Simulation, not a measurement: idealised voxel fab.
You're looking at the process module voxel released beams.
In the cross-section labelled cut, the width is 265 nm and each square cell is 5 nm.
Cross-section = grid of square cells, listed top down in bands; band = one or more rows. First you get the band's top height and its bottom height, in nm, and then the materials it's made of, left to right, with each width in nm. If you see a single material with "full width", that one covers the band edge to edge. "empty" is empty space. For the purposes of this specification, 0 denotes the height below which the wafer in its as-received condition is composed wholly of one material, and the lowermost band, lacking a lower limit, extends downward without end, as expressed in "0 -> down". The notation "30..40" denotes a width that varies across the rows of cells in the band, beginning at the first number in the top row, finishing at the second number in the bottom row, and changing by an identical amount from each row to the next. No cell of the cross-section changed in a step that is given as "everything unchanged". The label "Trapped cavities" introduces a list of the empty spaces, 8 cells or larger, that have no open way up to the top; each entry in it reads width x height at distance, where the distance is taken from the left edge and all three are stated in nm. Read whatever lies past the settings on a step's line as the simulator's own remark about the step. overlay nm: step with mask; distance mask lay right of planned place; negative value = left of planned place.

Planned step list for the process
1: RECEIVE | material Si
2: CONFORMAL_DEP | material SiN | thk nm 10
3: DIRECTIONAL_DEP | material SiO2 | thk nm 15
4: PATTERN | tone open | mask id ANCHOR | material resist | width nm 40 | thk nm 15 | overlay nm 0
5: DIRECTIONAL_ETCH | etch materials SiO2 | depth nm 15
6: STRIP | etch materials resist
7: CONFORMAL_DEP | material W | thk nm 15
8: DIRECTIONAL_DEP | material aC | thk nm 10
9: PATTERN | tone cover | mask id BEAM | material resist | width nm 90 | thk nm 30 | overlay nm 0
10: DIRECTIONAL_ETCH | etch materials aC | depth nm 10
11: STRIP | etch materials resist
12: DIRECTIONAL_ETCH | etch materials W | depth nm 15
13: STRIP | etch materials aC
14: STRIP | etch materials SiO2

First wafer out of two, processed as planned

Wafer cross-section on receipt, i.e. after step 1
	0 -> down = Si full width
	Trapped cavities: none

After step 2: wafer cross-section
	10 -> 0 = SiN full width
	Heights below 0 show no change.

After step 3: wafer cross-section
	25 -> 10 = SiO2 full width
	Heights below 10 show no change.

After step 4: wafer cross-section
	40 -> 25 = resist: 90 | empty: 40 | resist: 135
	Heights below 25 show no change.

After step 5: wafer cross-section
	40 -> 25 = resist: 90 | empty: 40 | resist: 135
	25 -> 10 = SiO2: 90 | empty: 40 | SiO2: 135
	Heights below 10 show no change.

After step 6: wafer cross-section
	25 -> 10 = SiO2: 90 | empty: 40 | SiO2: 135
	Heights below 10 show no change.

After step 7: wafer cross-section
	40 -> 25 = W: 105 | empty: 10 | W: 150
	25 -> 10 = SiO2: 90 | W: 40 | SiO2: 135
	Heights below 10 show no change.

After step 8: wafer cross-section
	50 -> 40 = aC: 105 | empty: 10 | aC: 150
	40 -> 35 = W: 105 | empty: 10 | W: 150
	35 -> 25 = W: 105 | aC: 10 | W: 150
	Heights below 25 show no change.

After step 9: wafer cross-section
	80 -> 50 = empty: 85 | resist: 90 | empty: 90
	50 -> 40 = aC: 105 | resist: 10 | aC: 150
	40 -> 35 = W: 105 | resist: 10 | W: 150
	Heights below 35 show no change.

After step 10: wafer cross-section
	70 -> 50 = empty: 85 | resist: 90 | empty: 90
	50 -> 40 = empty: 85 | aC: 20 | resist: 10 | aC: 60 | empty: 90
	Heights below 40 show no change.

After step 11: wafer cross-section
	50 -> 40 = empty: 85 | aC: 20 | empty: 10 | aC: 60 | empty: 90
	40 -> 35 = W: 105 | empty: 10 | W: 150
	Heights below 35 show no change.

After step 12: wafer cross-section
	50 -> 40 = empty: 85 | aC: 20 | empty: 10 | aC: 60 | empty: 90
	40 -> 35 = empty: 85 | W: 20 | empty: 10 | W: 60 | empty: 90
	35 -> 25 = empty: 85 | W: 20 | aC: 10 | W: 60 | empty: 90
	Heights below 25 show no change.

After step 13: wafer cross-section
	40 -> 25 = empty: 85 | W: 20 | empty: 10 | W: 60 | empty: 90
	Heights below 25 show no change.

After step 14: wafer cross-section
	40 -> 25 = empty: 85 | W: 20 | empty: 10 | W: 60 | empty: 90
	25 -> 10 = empty: 90 | W: 40 | empty: 135
	Heights below 10 show no change.

Wafer two of the pair: same origin, same plan, one error during the run; identical to wafer one up to and including step 5

Second wafer, section view, time point: scheduled end of step 6
	0 -> down = Si full width

Second wafer, section view, time point: scheduled end of step 7
	15 -> 0 = W full width
	Heights below 0 show no change.

Second wafer, section view, time point: scheduled end of step 8
	25 -> 15 = aC full width
	Heights below 15 show no change.

Second wafer, section view, time point: scheduled end of step 9
	55 -> 25 = empty: 85 | resist: 90 | empty: 90
	Heights below 25 show no change.

Second wafer, section view, time point: scheduled end of step 10
	45 -> 25 = empty: 85 | resist: 90 | empty: 90
	25 -> 15 = empty: 85 | aC: 90 | empty: 90
	Heights below 15 show no change.

Second wafer, section view, time point: scheduled end of step 11
	25 -> 15 = empty: 85 | aC: 90 | empty: 90
	Heights below 15 show no change.

Second wafer, section view, time point: scheduled end of step 12
	25 -> 15 = empty: 85 | aC: 90 | empty: 90
	15 -> 0 = empty: 85 | W: 90 | empty: 90
	Heights below 0 show no change.

Second wafer, section view, time point: scheduled end of step 13
	15 -> 0 = empty: 85 | W: 90 | empty: 90
	Heights below 0 show no change.

Second wafer, section view, time point: scheduled end of step 14: everything unchanged
Against the plan, the run slipped here: step 6: run off-plan, actual operation and settings STRIP | etch materials SiN
Bottom line after processing is that, in cells, the second wafer is up or down on some materials versus the first: -106 SiN, -18 W
